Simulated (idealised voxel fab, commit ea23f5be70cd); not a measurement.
Process module name: voxel capacitor over wiring
180 nm wide, 5 nm square cells: that's cross-section cut.
Square cells in a grid make up a cross-section in this document, and the grid is given as bands, listed from the top down, each one or more rows of cells.
Per band: top height and bottom height in nm, followed by the left-to-right materials and their widths in nm; "edge to edge" marks a single material spanning edge to edge, "empty" marks empty space.
It should be noted that heights are counted from 0, beneath which the wafer as supplied is of one material throughout, and that the lowest band possesses no lower boundary but continues downward, as written in "from 0 down".
Top row gets the first number, bottom row gets the second, and each row in between changes by the same step: that is how a band width like "30 to 40" works.
Where a step carries "remained unchanged", the cross-section came out of it unchanged, cell for cell.
The entry "Sealed internal cavities" lists the empty spaces that cover at least 8 cells and have no open path to the top. Each is written as width x height at distance, where the distance is measured from the left edge and all three values are in nm.
Anything after a step's settings on that line? It's the simulator's own note about the step.
overlay nm: right-of-plan distance of the mask on a masked step; negative values mean left-of-plan.
Each pair below shows a cross-section before one step and the cross-section after it, down to the lowest band that changed. The line under each pair gives the step between them, with its settings. The pairs can come from different runs of this module on the same starting wafer, so a pair continues from the pair above only where its "State before" says so.

**State before**
  from 115 to 95  55 of resist  15 of empty  110 of resist
  from 95 to 80  55 of SiO2  15 of empty  110 of SiO2
  from 80 to 75  45 of SiO2  60 of TiN  75 of SiO2
  from 75 to 70  45 of SiO2  60 of HfO2  75 of SiO2
  from 70 to 65  40 of SiO2  70 of TiN  70 of SiO2
  from 65 to 60  45 of SiCN  15 of TiN  120 of SiCN
  from 60 to 40  lowk edge to edge
  from 40 to 20  35 of SiO2  5 of SiCN  20 of W  5 of SiCN  45 of SiO2  5 of SiCN  20 of W  5 of SiCN  40 of SiO2
  from 20 to 15  40 of SiCN  20 of TiN  55 of SiCN  20 of TiN  45 of SiCN
  from 15 to 0  SiO2 edge to edge
  from 0 down  Si edge to edge
  Sealed internal cavities: none

**Post-Step Cross-Section**
  from 95 to 80  55 of SiO2  15 of empty  110 of SiO2
  Anything lower than 80 is untouched.
  Sealed internal cavities: none
What sits between those two cross-sections? STRIP [etch materials resist]

State before: see the after view in the pair directly above.

**Post-Step Cross-Section**
  from 100 to 95  60 of TiN  5 of empty  115 of TiN
  from 95 to 85  55 of SiO2  5 of TiN  5 of empty  5 of TiN  110 of SiO2
  from 85 to 75  55 to 45 of SiO2  15 to 60 of TiN  110 to 75 of SiO2
  Anything lower than 75 is untouched.
  Sealed internal cavities: none
What sits between those two cross-sections? CONFORMAL_DEP [material TiN] [thk nm 5]

State before: see the after view in the pair directly above.

**Post-Step Cross-Section**
  from 110 to 100  Ru edge to edge
  from 100 to 95  60 of TiN  5 of Ru  115 of TiN
  from 95 to 85  55 of SiO2  5 of TiN  5 of Ru  5 of TiN  110 of SiO2
  Anything lower than 85 is untouched.
  Sealed internal cavities: none
What sits between those two cross-sections? FILL_DEP [material Ru] [thk nm 10]

State before: see the after view in the pair directly above.

**Post-Step Cross-Section**
  from 95 to 85  55 of SiO2  5 of TiN  5 of Ru  5 of TiN  110 of SiO2
  Anything lower than 85 is untouched.
  Sealed internal cavities: none
What sits between those two cross-sections? CMP [height nm 95]

State before: see the after view in the pair directly above.

**Post-Step Cross-Section**
  from 100 to 95  SiN edge to edge
  Anything lower than 95 is untouched.
  Sealed internal cavities: none
What sits between those two cross-sections? CONFORMAL_DEP [material SiN] [thk nm 5]

**State before**
  from 95 to 85  55 of SiO2  5 of TiN  5 of Ru  5 of TiN  110 of SiO2
  from 85 to 75  55 to 45 of SiO2  15 to 60 of TiN  110 to 75 of SiO2
  from 75 to 70  45 of SiO2  60 of HfO2  75 of SiO2
  from 70 to 65  40 of SiO2  70 of TiN  70 of SiO2
  from 65 to 45  45 of lowk  5 of TiN  5 of Ru  5 of TiN  120 of lowk
  from 45 to 40  45 of SiCN  15 of TiN  120 of SiCN
  from 40 to 20  35 of SiO2  5 of SiCN  20 of W  5 of SiCN  45 of SiO2  5 of SiCN  20 of W  5 of SiCN  40 of SiO2
  from 20 to 15  40 of SiCN  20 of TiN  55 of SiCN  20 of TiN  45 of SiCN
  from 15 to 0  SiO2 edge to edge
  from 0 down  Si edge to edge
  Sealed internal cavities: none

**Post-Step Cross-Section**
  from 110 to 95  SiN edge to edge
  Anything lower than 95 is untouched.
  Sealed internal cavities: none
What sits between those two cross-sections? CONFORMAL_DEP [material SiN] [thk nm 15]

**State before**
  from 75 to 65  aC edge to edge
  from 65 to 45  lowk edge to edge
  from 45 to 40  SiCN edge to edge
  from 40 to 20  35 of SiO2  5 of SiCN  20 of W  5 of SiCN  45 of SiO2  5 of SiCN  20 of W  5 of SiCN  40 of SiO2
  from 20 to 15  40 of SiCN  20 of TiN  55 of SiCN  20 of TiN  45 of SiCN
  from 15 to 0  SiO2 edge to edge
  from 0 down  Si edge to edge
  Sealed internal cavities: none

**Post-Step Cross-Section**
  from 100 to 75  45 of resist  20 of empty  115 of resist
  Anything lower than 75 is untouched.
  Sealed internal cavities: none
What sits between those two cross-sections? PATTERN [tone open] [mask id PLUG_1] [material resist] [width nm 20] [thk nm 25] [overlay nm 0]

State before: see the after view in the pair directly above.

**Post-Step Cross-Section**
  from 90 to 75  45 of resist  20 of empty  115 of resist
  from 75 to 65  45 of aC  20 of empty  115 of aC
  Anything lower than 65 is untouched.
  Sealed internal cavities: none
What sits between those two cross-sections? DIRECTIONAL_ETCH [etch materials aC] [depth nm 10]

State before: see the after view in the pair directly above.

**Post-Step Cross-Section**
  from 75 to 65  45 of aC  20 of empty  115 of aC
  Anything lower than 65 is untouched.
  Sealed internal cavities: none
What sits between those two cross-sections? STRIP [etch materials resist]

State before: see the after view in the pair directly above.

**Post-Step Cross-Section**
  from 75 to 65  45 of aC  20 of empty  115 of aC
  from 65 to 45  45 of lowk  20 of empty  115 of lowk
  Anything lower than 45 is untouched.
  Sealed internal cavities: none
What sits between those two cross-sections? DIRECTIONAL_ETCH [etch materials lowk] [depth nm 20]

State before: see the after view in the pair directly above.

**Post-Step Cross-Section**
  from 75 to 65  45 of aC  20 of empty  115 of aC
  from 65 to 45  45 of lowk  20 of empty  115 of lowk
  from 45 to 40  45 of SiCN  20 of empty  115 of SiCN
  Anything lower than 40 is untouched.
  Sealed internal cavities: none
What sits between those two cross-sections? DIRECTIONAL_ETCH [etch materials SiCN] [depth nm 5]

State before: see the after view in the pair directly above.

**Post-Step Cross-Section**
  from 65 to 45  45 of lowk  20 of empty  115 of lowk
  Anything lower than 45 is untouched.
  Sealed internal cavities: none
What sits between those two cross-sections? STRIP [etch materials aC]

State before: see the after view in the pair directly above.

**Post-Step Cross-Section**
  from 70 to 65  50 of TiN  10 of empty  120 of TiN
  from 65 to 45  45 of lowk  5 of TiN  10 of empty  5 of TiN  115 of lowk
  from 45 to 40  45 of SiCN  20 of TiN  115 of SiCN
  Anything lower than 40 is untouched.
  Sealed internal cavities: none
What sits between those two cross-sections? CONFORMAL_DEP [material TiN] [thk nm 5]

State before: see the after view in the pair directly above.

**Post-Step Cross-Section**
  from 75 to 70  Ru edge to edge
  from 70 to 65  50 of TiN  10 of Ru  120 of TiN
  from 65 to 45  45 of lowk  5 of TiN  10 of Ru  5 of TiN  115 of lowk
  Anything lower than 45 is untouched.
  Sealed internal cavities: none
What sits between those two cross-sections? FILL_DEP [material Ru] [thk nm 5]

State before: see the after view in the pair directly above.

**Post-Step Cross-Section**
  from 65 to 45  45 of lowk  5 of TiN  10 of Ru  5 of TiN  115 of lowk
  Anything lower than 45 is untouched.
  Sealed internal cavities: none
What sits between those two cross-sections? CMP [height nm 65]

State before: see the after view in the pair directly above.

**Post-Step Cross-Section**
  from 70 to 65  TiN edge to edge
  Anything lower than 65 is untouched.
  Sealed internal cavities: none
What sits between those two cross-sections? DIRECTIONAL_DEP [material TiN] [thk nm 5]

State before: see the after view in the pair directly above.

**Post-Step Cross-Section**
  from 75 to 70  HfO2 edge to edge
  Anything lower than 70 is untouched.
  Sealed internal cavities: none
What sits between those two cross-sections? DIRECTIONAL_DEP [material HfO2] [thk nm 5]

State before: see the after view in the pair directly above.

**Post-Step Cross-Section**
  from 80 to 75  TiN edge to edge
  Anything lower than 75 is untouched.
  Sealed internal cavities: none
What sits between those two cross-sections? DIRECTIONAL_DEP [material TiN] [thk nm 5]

State before: see the after view in the pair directly above.

**Post-Step Cross-Section**
  from 80 to 75  45 of empty  60 of TiN  75 of empty
  Anything lower than 75 is untouched.
  Sealed internal cavities: none
What sits between those two cross-sections? MASKED_ETCH [tone cover] [mask id UPPER_PLATE] [width nm 60] [etch materials TiN] [depth nm 5] [overlay nm 0]

State before: see the after view in the pair directly above.

**Post-Step Cross-Section**
  from 80 to 75  45 of empty  60 of TiN  75 of empty
  from 75 to 70  45 of empty  60 of HfO2  75 of empty
  Anything lower than 70 is untouched.
  Sealed internal cavities: none
What sits between those two cross-sections? MASKED_ETCH [tone cover] [mask id UPPER_PLATE] [width nm 60] [etch materials HfO2] [depth nm 5] [overlay nm 0]

State before: see the after view in the pair directly above.

**Post-Step Cross-Section**
  from 80 to 75  45 of empty  60 of TiN  75 of empty
  from 75 to 70  45 of empty  60 of HfO2  75 of empty
  from 70 to 65  40 of empty  70 of TiN  70 of empty
  Anything lower than 65 is untouched.
  Sealed internal cavities: none
What sits between those two cross-sections? MASKED_ETCH [tone cover] [mask id LOWER_PLATE] [width nm 70] [etch materials TiN] [depth nm 5] [overlay nm 0]

State before: see the after view in the pair directly above.

**Post-Step Cross-Section**
  from 100 to 80  SiO2 edge to edge
  from 80 to 75  45 of SiO2  60 of TiN  75 of SiO2
  from 75 to 70  45 of SiO2  60 of HfO2  75 of SiO2
  from 70 to 65  40 of SiO2  70 of TiN  70 of SiO2
  Anything lower than 65 is untouched.
  Sealed internal cavities: none
What sits between those two cross-sections? FILL_DEP [material SiO2] [thk nm 20]

State before: see the after view in the pair directly above.

**Post-Step Cross-Section**
  from 95 to 80  SiO2 edge to edge
  Anything lower than 80 is untouched.
  Sealed internal cavities: none
What sits between those two cross-sections? CMP [height nm 95]

State before: see the after view in the pair directly above.

**Post-Step Cross-Section**
  from 115 to 95  55 of resist  15 of empty  110 of resist
  Anything lower than 95 is untouched.
  Sealed internal cavities: none
What sits between those two cross-sections? PATTERN [tone open] [mask id PLUG_2] [material resist] [width nm 15] [thk nm 20] [overlay nm 0]

State before: see the after view in the pair directly above.

**Post-Step Cross-Section**
  from 115 to 95  55 of resist  15 of empty  110 of resist
  from 95 to 80  55 of SiO2  15 of empty  110 of SiO2
  Anything lower than 80 is untouched.
  Sealed internal cavities: none
What sits between those two cross-sections? DIRECTIONAL_ETCH [etch materials SiO2] [depth nm 15]

State before: see the after view in the pair directly above.

**Post-Step Cross-Section**
  from 95 to 80  55 of SiO2  15 of empty  110 of SiO2
  Anything lower than 80 is untouched.
  Sealed internal cavities: none
What sits between those two cross-sections? STRIP [etch materials resist]

State before: see the after view in the pair directly above.

**Post-Step Cross-Section**
  from 100 to 95  60 of TiN  5 of empty  115 of TiN
  from 95 to 85  55 of SiO2  5 of TiN  5 of empty  5 of TiN  110 of SiO2
  from 85 to 75  55 to 45 of SiO2  15 to 60 of TiN  110 to 75 of SiO2
  Anything lower than 75 is untouched.
  Sealed internal cavities: none
What sits between those two cross-sections? CONFORMAL_DEP [material TiN] [thk nm 5]

State before: see the after view in the pair directly above.

**Post-Step Cross-Section**
  from 110 to 100  Ru edge to edge
  from 100 to 95  60 of TiN  5 of Ru  115 of TiN
  from 95 to 85  55 of SiO2  5 of TiN  5 of Ru  5 of TiN  110 of SiO2
  Anything lower than 85 is untouched.
  Sealed internal cavities: none
What sits between those two cross-sections? FILL_DEP [material Ru] [thk nm 10]

State before: see the after view in the pair directly above.

**Post-Step Cross-Section**
  from 95 to 85  55 of SiO2  5 of TiN  5 of Ru  5 of TiN  110 of SiO2
  Anything lower than 85 is untouched.
  Sealed internal cavities: none
What sits between those two cross-sections? CMP [height nm 95]

State before: see the after view in the pair directly above.

**Post-Step Cross-Section**
  from 100 to 95  SiN edge to edge
  Anything lower than 95 is untouched.
  Sealed internal cavities: none
What sits between those two cross-sections? CONFORMAL_DEP [material SiN] [thk nm 5]

**State before**
  from 40 to 20  40 of empty  20 of W  55 of empty  20 of W  45 of empty
  from 20 to 15  TiN edge to edge
  from 15 to 0  SiO2 edge to edge
  from 0 down  Si edge to edge
  Sealed internal cavities: none

**Post-Step Cross-Section**
  from 40 to 20  40 of empty  20 of W  55 of empty  20 of W  45 of empty
  from 20 to 15  30 of empty  30 of TiN  45 of empty  30 of TiN  45 of empty
  Anything lower than 15 is untouched.
  Sealed internal cavities: none
What sits between those two cross-sections? MASKED_ETCH [tone cover] [mask id METAL_1] [width nm 20] [pitch nm 75] [etch materials TiN] [depth nm 5] [overlay nm -10]

State before: see the after view in the pair directly above.

**Post-Step Cross-Section**
  from 45 to 40  35 of empty  30 of SiCN  45 of empty  30 of SiCN  40 of empty
  from 40 to 25  35 of empty  5 of SiCN  20 of W  5 of SiCN  45 of empty  5 of SiCN  20 of W  5 of SiCN  40 of empty
  from 25 to 20  25 of empty  15 of SiCN  20 of W  5 of SiCN  35 of empty  15 of SiCN  20 of W  5 of SiCN  40 of empty
  from 20 to 15  30 of SiCN  30 of TiN  45 of SiCN  30 of TiN  45 of SiCN
  Anything lower than 15 is untouched.
  Sealed internal cavities: none
What sits between those two cross-sections? CONFORMAL_DEP [material SiCN] [thk nm 5]

State before: see the after view in the pair directly above.

**Post-Step Cross-Section**
  from 55 to 45  SiO2 edge to edge
  from 45 to 40  35 of SiO2  30 of SiCN  45 of SiO2  30 of SiCN  40 of SiO2
  from 40 to 25  35 of SiO2  5 of SiCN  20 of W  5 of SiCN  45 of SiO2  5 of SiCN  20 of W  5 of SiCN  40 of SiO2
  from 25 to 20  25 of SiO2  15 of SiCN  20 of W  5 of SiCN  35 of SiO2  15 of SiCN  20 of W  5 of SiCN  40 of SiO2
  Anything lower than 20 is untouched.
  Sealed internal cavities: none
What sits between those two cross-sections? FILL_DEP [material SiO2] [thk nm 10]

State before: see the after view in the pair directly above.

**Post-Step Cross-Section**
  from 40 to 25  35 of SiO2  5 of SiCN  20 of W  5 of SiCN  45 of SiO2  5 of SiCN  20 of W  5 of SiCN  40 of SiO2
  Anything lower than 25 is untouched.
  Sealed internal cavities: none
What sits between those two cross-sections? CMP [height nm 40]

State before: see the after view in the pair directly above.

**Post-Step Cross-Section**
  from 45 to 40  SiCN edge to edge
  Anything lower than 40 is untouched.
  Sealed internal cavities: none
What sits between those two cross-sections? CONFORMAL_DEP [material SiCN] [thk nm 5]

State before: see the after view in the pair directly above.

**Post-Step Cross-Section**
  from 65 to 45  lowk edge to edge
  Anything lower than 45 is untouched.
  Sealed internal cavities: none
What sits between those two cross-sections? DIRECTIONAL_DEP [material lowk] [thk nm 20]

State before: see the after view in the pair directly above.

**Post-Step Cross-Section**
  from 75 to 65  aC edge to edge
  Anything lower than 65 is untouched.
  Sealed internal cavities: none
What sits between those two cross-sections? DIRECTIONAL_DEP [material aC] [thk nm 10]

State before: see the after view in the pair directly above.

**Post-Step Cross-Section**
  from 100 to 75  45 of resist  15 of empty  120 of resist
  Anything lower than 75 is untouched.
  Sealed internal cavities: none
What sits between those two cross-sections? PATTERN [tone open] [mask id PLUG_1] [material resist] [width nm 15] [thk nm 25] [overlay nm 0]

State before: see the after view in the pair directly above.

**Post-Step Cross-Section**
  from 90 to 75  45 of resist  15 of empty  120 of resist
  from 75 to 65  45 of aC  15 of empty  120 of aC
  Anything lower than 65 is untouched.
  Sealed internal cavities: none
What sits between those two cross-sections? DIRECTIONAL_ETCH [etch materials aC] [depth nm 10]

State before: see the after view in the pair directly above.

**Post-Step Cross-Section**
  from 75 to 65  45 of aC  15 of empty  120 of aC
  Anything lower than 65 is untouched.
  Sealed internal cavities: none
What sits between those two cross-sections? STRIP [etch materials resist]

State before: see the after view in the pair directly above.

**Post-Step Cross-Section**
  from 75 to 65  45 of aC  15 of empty  120 of aC
  from 65 to 45  45 of lowk  15 of empty  120 of lowk
  Anything lower than 45 is untouched.
  Sealed internal cavities: none
What sits between those two cross-sections? DIRECTIONAL_ETCH [etch materials lowk] [depth nm 20]

State before: see the after view in the pair directly above.

**Post-Step Cross-Section**
  from 75 to 65  45 of aC  15 of empty  120 of aC
  from 65 to 45  45 of lowk  15 of empty  120 of lowk
  from 45 to 40  45 of SiCN  15 of empty  120 of SiCN
  Anything lower than 40 is untouched.
  Sealed internal cavities: none
What sits between those two cross-sections? DIRECTIONAL_ETCH [etch materials SiCN] [depth nm 5]

State before: see the after view in the pair directly above.

**Post-Step Cross-Section**
  from 65 to 45  45 of lowk  15 of empty  120 of lowk
  Anything lower than 45 is untouched.
  Sealed internal cavities: none
What sits between those two cross-sections? STRIP [etch materials aC]

State before: see the after view in the pair directly above.

**Post-Step Cross-Section**
  from 70 to 65  50 of TiN  5 of empty  125 of TiN
  from 65 to 45  45 of lowk  5 of TiN  5 of empty  5 of TiN  120 of lowk
  from 45 to 40  45 of SiCN  15 of TiN  120 of SiCN
  Anything lower than 40 is untouched.
  Sealed internal cavities: none
What sits between those two cross-sections? CONFORMAL_DEP [material TiN] [thk nm 5]

State before: see the after view in the pair directly above.

**Post-Step Cross-Section**
  from 75 to 70  Ru edge to edge
  from 70 to 65  50 of TiN  5 of Ru  125 of TiN
  from 65 to 45  45 of lowk  5 of TiN  5 of Ru  5 of TiN  120 of lowk
  Anything lower than 45 is untouched.
  Sealed internal cavities: none
What sits between those two cross-sections? FILL_DEP [material Ru] [thk nm 5]

State before: see the after view in the pair directly above.

**Post-Step Cross-Section**
  from 65 to 45  45 of lowk  5 of TiN  5 of Ru  5 of TiN  120 of lowk
  Anything lower than 45 is untouched.
  Sealed internal cavities: none
What sits between those two cross-sections? CMP [height nm 65]

State before: see the after view in the pair directly above.

**Post-Step Cross-Section**
  from 70 to 65  TiN edge to edge
  Anything lower than 65 is untouched.
  Sealed internal cavities: none
What sits between those two cross-sections? DIRECTIONAL_DEP [material TiN] [thk nm 5]

State before: see the after view in the pair directly above.

**Post-Step Cross-Section**
  from 75 to 70  HfO2 edge to edge
  Anything lower than 70 is untouched.
  Sealed internal cavities: none
What sits between those two cross-sections? DIRECTIONAL_DEP [material HfO2] [thk nm 5]

State before: see the after view in the pair directly above.

**Post-Step Cross-Section**
  from 80 to 75  TiN edge to edge
  Anything lower than 75 is untouched.
  Sealed internal cavities: none
What sits between those two cross-sections? DIRECTIONAL_DEP [material TiN] [thk nm 5]

State before: see the after view in the pair directly above.

**Post-Step Cross-Section**
  from 80 to 75  45 of empty  60 of TiN  75 of empty
  Anything lower than 75 is untouched.
  Sealed internal cavities: none
What sits between those two cross-sections? MASKED_ETCH [tone cover] [mask id UPPER_PLATE] [width nm 60] [etch materials TiN] [depth nm 5] [overlay nm 0]

State before: see the after view in the pair directly above.

**Post-Step Cross-Section**
  from 80 to 75  45 of empty  60 of TiN  75 of empty
  from 75 to 70  45 of empty  60 of HfO2  75 of empty
  Anything lower than 70 is untouched.
  Sealed internal cavities: none
What sits between those two cross-sections? MASKED_ETCH [tone cover] [mask id UPPER_PLATE] [width nm 60] [etch materials HfO2] [depth nm 5] [overlay nm 0]

State before: see the after view in the pair directly above.

**Post-Step Cross-Section**
  from 80 to 75  45 of empty  60 of TiN  75 of empty
  from 75 to 70  45 of empty  60 of HfO2  75 of empty
  from 70 to 65  40 of empty  70 of TiN  70 of empty
  Anything lower than 65 is untouched.
  Sealed internal cavities: none
What sits between those two cross-sections? MASKED_ETCH [tone cover] [mask id LOWER_PLATE] [width nm 70] [etch materials TiN] [depth nm 5] [overlay nm 0]

State before: see the after view in the pair directly above.

**Post-Step Cross-Section**
  from 100 to 80  SiO2 edge to edge
  from 80 to 75  45 of SiO2  60 of TiN  75 of SiO2
  from 75 to 70  45 of SiO2  60 of HfO2  75 of SiO2
  from 70 to 65  40 of SiO2  70 of TiN  70 of SiO2
  Anything lower than 65 is untouched.
  Sealed internal cavities: none
What sits between those two cross-sections? FILL_DEP [material SiO2] [thk nm 20]

State before: see the after view in the pair directly above.

**Post-Step Cross-Section**
  from 95 to 80  SiO2 edge to edge
  Anything lower than 80 is untouched.
  Sealed internal cavities: none
What sits between those two cross-sections? CMP [height nm 95]

State before: see the after view in the pair directly above.

**Post-Step Cross-Section**
  from 115 to 95  55 of resist  15 of empty  110 of resist
  Anything lower than 95 is untouched.
  Sealed internal cavities: none
What sits between those two cross-sections? PATTERN [tone open] [mask id PLUG_2] [material resist] [width nm 15] [thk nm 20] [overlay nm 0]

State before: see the after view in the pair directly above.

**Post-Step Cross-Section**
  from 115 to 95  55 of resist  15 of empty  110 of resist
  from 95 to 80  55 of SiO2  15 of empty  110 of SiO2
  Anything lower than 80 is untouched.
  Sealed internal cavities: none
What sits between those two cross-sections? DIRECTIONAL_ETCH [etch materials SiO2] [depth nm 15]

State before: see the after view in the pair directly above.

**Post-Step Cross-Section**
  from 95 to 80  55 of SiO2  15 of empty  110 of SiO2
  Anything lower than 80 is untouched.
  Sealed internal cavities: none
What sits between those two cross-sections? STRIP [etch materials resist]

State before: see the after view in the pair directly above.

**Post-Step Cross-Section**
  from 100 to 95  60 of TiN  5 of empty  115 of TiN
  from 95 to 85  55 of SiO2  5 of TiN  5 of empty  5 of TiN  110 of SiO2
  from 85 to 75  55 to 45 of SiO2  15 to 60 of TiN  110 to 75 of SiO2
  Anything lower than 75 is untouched.
  Sealed internal cavities: none
What sits between those two cross-sections? CONFORMAL_DEP [material TiN] [thk nm 5]

State before: see the after view in the pair directly above.

**Post-Step Cross-Section**
  from 110 to 100  Ru edge to edge
  from 100 to 95  60 of TiN  5 of Ru  115 of TiN
  from 95 to 85  55 of SiO2  5 of TiN  5 of Ru  5 of TiN  110 of SiO2
  Anything lower than 85 is untouched.
  Sealed internal cavities: none
What sits between those two cross-sections? FILL_DEP [material Ru] [thk nm 10]

State before: see the after view in the pair directly above.

**Post-Step Cross-Section**
  from 95 to 85  55 of SiO2  5 of TiN  5 of Ru  5 of TiN  110 of SiO2
  Anything lower than 85 is untouched.
  Sealed internal cavities: none
What sits between those two cross-sections? CMP [height nm 95]

State before: see the after view in the pair directly above.

**Post-Step Cross-Section**
  from 100 to 95  SiN edge to edge
  Anything lower than 95 is untouched.
  Sealed internal cavities: none
What sits between those two cross-sections? CONFORMAL_DEP [material SiN] [thk nm 5]

**State before**
  from 65 to 45  45 of lowk  5 of TiN  5 of Ru  5 of TiN  120 of lowk
  from 45 to 40  45 of SiCN  15 of TiN  120 of SiCN
  from 40 to 20  35 of SiO2  5 of SiCN  20 of W  5 of SiCN  45 of SiO2  5 of SiCN  20 of W  5 of SiCN  40 of SiO2
  from 20 to 15  40 of SiCN  20 of TiN  55 of SiCN  20 of TiN  45 of SiCN
  from 15 to 0  SiO2 edge to edge
  from 0 down  Si edge to edge
  Sealed internal cavities: none

**Post-Step Cross-Section**
  from 70 to 65  aC edge to edge
  Anything lower than 65 is untouched.
  Sealed internal cavities: none
What sits between those two cross-sections? DIRECTIONAL_DEP [material aC] [thk nm 5]

State before: see the after view in the pair directly above.

**Post-Step Cross-Section**
  from 75 to 70  HfO2 edge to edge
  Anything lower than 70 is untouched.
  Sealed internal cavities: none
What sits between those two cross-sections? DIRECTIONAL_DEP [material HfO2] [thk nm 5]

State before: see the after view in the pair directly above.

**Post-Step Cross-Section**
  from 80 to 75  TiN edge to edge
  Anything lower than 75 is untouched.
  Sealed internal cavities: none
What sits between those two cross-sections? DIRECTIONAL_DEP [material TiN] [thk nm 5]

State before: see the after view in the pair directly above.

**Post-Step Cross-Section**
  from 80 to 75  45 of empty  60 of TiN  75 of empty
  Anything lower than 75 is untouched.
  Sealed internal cavities: none
What sits between those two cross-sections? MASKED_ETCH [tone cover] [mask id UPPER_PLATE] [width nm 60] [etch materials TiN] [depth nm 5] [overlay nm 0]

State before: see the after view in the pair directly above.

**Post-Step Cross-Section**
  from 80 to 75  45 of empty  60 of TiN  75 of empty
  from 75 to 70  45 of empty  60 of HfO2  75 of empty
  Anything lower than 70 is untouched.
  Sealed internal cavities: none
What sits between those two cross-sections? MASKED_ETCH [tone cover] [mask id UPPER_PLATE] [width nm 60] [etch materials HfO2] [depth nm 5] [overlay nm 0]

State before: see the after view in the pair directly above.

**Post-Step Cross-Section**
  from 100 to 80  SiO2 edge to edge
  from 80 to 75  45 of SiO2  60 of TiN  75 of SiO2
  from 75 to 70  45 of SiO2  60 of HfO2  75 of SiO2
  Anything lower than 70 is untouched.
  Sealed internal cavities: none
What sits between those two cross-sections? FILL_DEP [material SiO2] [thk nm 20]

State before: see the after view in the pair directly above.

**Post-Step Cross-Section**
  from 95 to 80  SiO2 edge to edge
  Anything lower than 80 is untouched.
  Sealed internal cavities: none
What sits between those two cross-sections? CMP [height nm 95]

State before: see the after view in the pair directly above.

**Post-Step Cross-Section**
  from 115 to 95  55 of resist  15 of empty  110 of resist
  Anything lower than 95 is untouched.
  Sealed internal cavities: none
What sits between those two cross-sections? PATTERN [tone open] [mask id PLUG_2] [material resist] [width nm 15] [thk nm 20] [overlay nm 0]

State before: see the after view in the pair directly above.

**Post-Step Cross-Section**
  from 115 to 95  55 of resist  15 of empty  110 of resist
  from 95 to 80  55 of SiO2  15 of empty  110 of SiO2
  Anything lower than 80 is untouched.
  Sealed internal cavities: none
What sits between those two cross-sections? DIRECTIONAL_ETCH [etch materials SiO2] [depth nm 15]

State before: see the after view in the pair directly above.

**Post-Step Cross-Section**
  from 95 to 80  55 of SiO2  15 of empty  110 of SiO2
  Anything lower than 80 is untouched.
  Sealed internal cavities: none
What sits between those two cross-sections? STRIP [etch materials resist]

State before: see the after view in the pair directly above.

**Post-Step Cross-Section**
  from 100 to 95  60 of TiN  5 of empty  115 of TiN
  from 95 to 85  55 of SiO2  5 of TiN  5 of empty  5 of TiN  110 of SiO2
  from 85 to 75  55 to 45 of SiO2  15 to 60 of TiN  110 to 75 of SiO2
  Anything lower than 75 is untouched.
  Sealed internal cavities: none
What sits between those two cross-sections? CONFORMAL_DEP [material TiN] [thk nm 5]

State before: see the after view in the pair directly above.

**Post-Step Cross-Section**
  from 110 to 100  Ru edge to edge
  from 100 to 95  60 of TiN  5 of Ru  115 of TiN
  from 95 to 85  55 of SiO2  5 of TiN  5 of Ru  5 of TiN  110 of SiO2
  Anything lower than 85 is untouched.
  Sealed internal cavities: none
What sits between those two cross-sections? FILL_DEP [material Ru] [thk nm 10]

State before: see the after view in the pair directly above.

**Post-Step Cross-Section**
  from 95 to 85  55 of SiO2  5 of TiN  5 of Ru  5 of TiN  110 of SiO2
  Anything lower than 85 is untouched.
  Sealed internal cavities: none
What sits between those two cross-sections? CMP [height nm 95]

State before: see the after view in the pair directly above.

**Post-Step Cross-Section**
  from 100 to 95  SiN edge to edge
  Anything lower than 95 is untouched.
  Sealed internal cavities: none
What sits between those two cross-sections? CONFORMAL_DEP [material SiN] [thk nm 5]

**State before**
  from 40 to 20  W edge to edge
  from 20 to 15  TiN edge to edge
  from 15 to 0  SiO2 edge to edge
  from 0 down  Si edge to edge
  Sealed internal cavities: none

**Post-Step Cross-Section**
  from 40 to 20  40 of W  20 of empty  55 of W  20 of empty  45 of W
  Anything lower than 20 is untouched.
  Sealed internal cavities: none
What sits between those two cross-sections? MASKED_ETCH [tone open] [mask id METAL_1] [width nm 20] [pitch nm 75] [etch materials W] [depth nm 20] [overlay nm 0]

State before: see the after view in the pair directly above.

**Post-Step Cross-Section**
  from 45 to 40  45 of SiCN  10 of empty  65 of SiCN  10 of empty  50 of SiCN
  from 40 to 25  40 of W  5 of SiCN  10 of empty  5 of SiCN  55 of W  5 of SiCN  10 of empty  5 of SiCN  45 of W
  from 25 to 20  40 of W  20 of SiCN  55 of W  20 of SiCN  45 of W
  Anything lower than 20 is untouched.
  Sealed internal cavities: none
What sits between those two cross-sections? CONFORMAL_DEP [material SiCN] [thk nm 5]

State before: see the after view in the pair directly above.

**Post-Step Cross-Section**
  from 55 to 45  SiO2 edge to edge
  from 45 to 40  45 of SiCN  10 of SiO2  65 of SiCN  10 of SiO2  50 of SiCN
  from 40 to 25  40 of W  5 of SiCN  10 of SiO2  5 of SiCN  55 of W  5 of SiCN  10 of SiO2  5 of SiCN  45 of W
  Anything lower than 25 is untouched.
  Sealed internal cavities: none
What sits between those two cross-sections? FILL_DEP [material SiO2] [thk nm 10]

State before: see the after view in the pair directly above.

**Post-Step Cross-Section**
  from 40 to 25  40 of W  5 of SiCN  10 of SiO2  5 of SiCN  55 of W  5 of SiCN  10 of SiO2  5 of SiCN  45 of W
  Anything lower than 25 is untouched.
  Sealed internal cavities: none
What sits between those two cross-sections? CMP [height nm 40]

State before: see the after view in the pair directly above.

**Post-Step Cross-Section**
  from 45 to 40  SiCN edge to edge
  Anything lower than 40 is untouched.
  Sealed internal cavities: none
What sits between those two cross-sections? CONFORMAL_DEP [material SiCN] [thk nm 5]

State before: see the after view in the pair directly above.

**Post-Step Cross-Section**
  from 65 to 45  lowk edge to edge
  Anything lower than 45 is untouched.
  Sealed internal cavities: none
What sits between those two cross-sections? DIRECTIONAL_DEP [material lowk] [thk nm 20]

State before: see the after view in the pair directly above.

**Post-Step Cross-Section**
  from 75 to 65  aC edge to edge
  Anything lower than 65 is untouched.
  Sealed internal cavities: none
What sits between those two cross-sections? DIRECTIONAL_DEP [material aC] [thk nm 10]

State before: see the after view in the pair directly above.

**Post-Step Cross-Section**
  from 100 to 75  45 of resist  15 of empty  120 of resist
  Anything lower than 75 is untouched.
  Sealed internal cavities: none
What sits between those two cross-sections? PATTERN [tone open] [mask id PLUG_1] [material resist] [width nm 15] [thk nm 25] [overlay nm 0]

State before: see the after view in the pair directly above.

**Post-Step Cross-Section**
  from 90 to 75  45 of resist  15 of empty  120 of resist
  from 75 to 65  45 of aC  15 of empty  120 of aC
  Anything lower than 65 is untouched.
  Sealed internal cavities: none
What sits between those two cross-sections? DIRECTIONAL_ETCH [etch materials aC] [depth nm 10]

State before: see the after view in the pair directly above.

**Post-Step Cross-Section**
  from 75 to 65  45 of aC  15 of empty  120 of aC
  Anything lower than 65 is untouched.
  Sealed internal cavities: none
What sits between those two cross-sections? STRIP [etch materials resist]
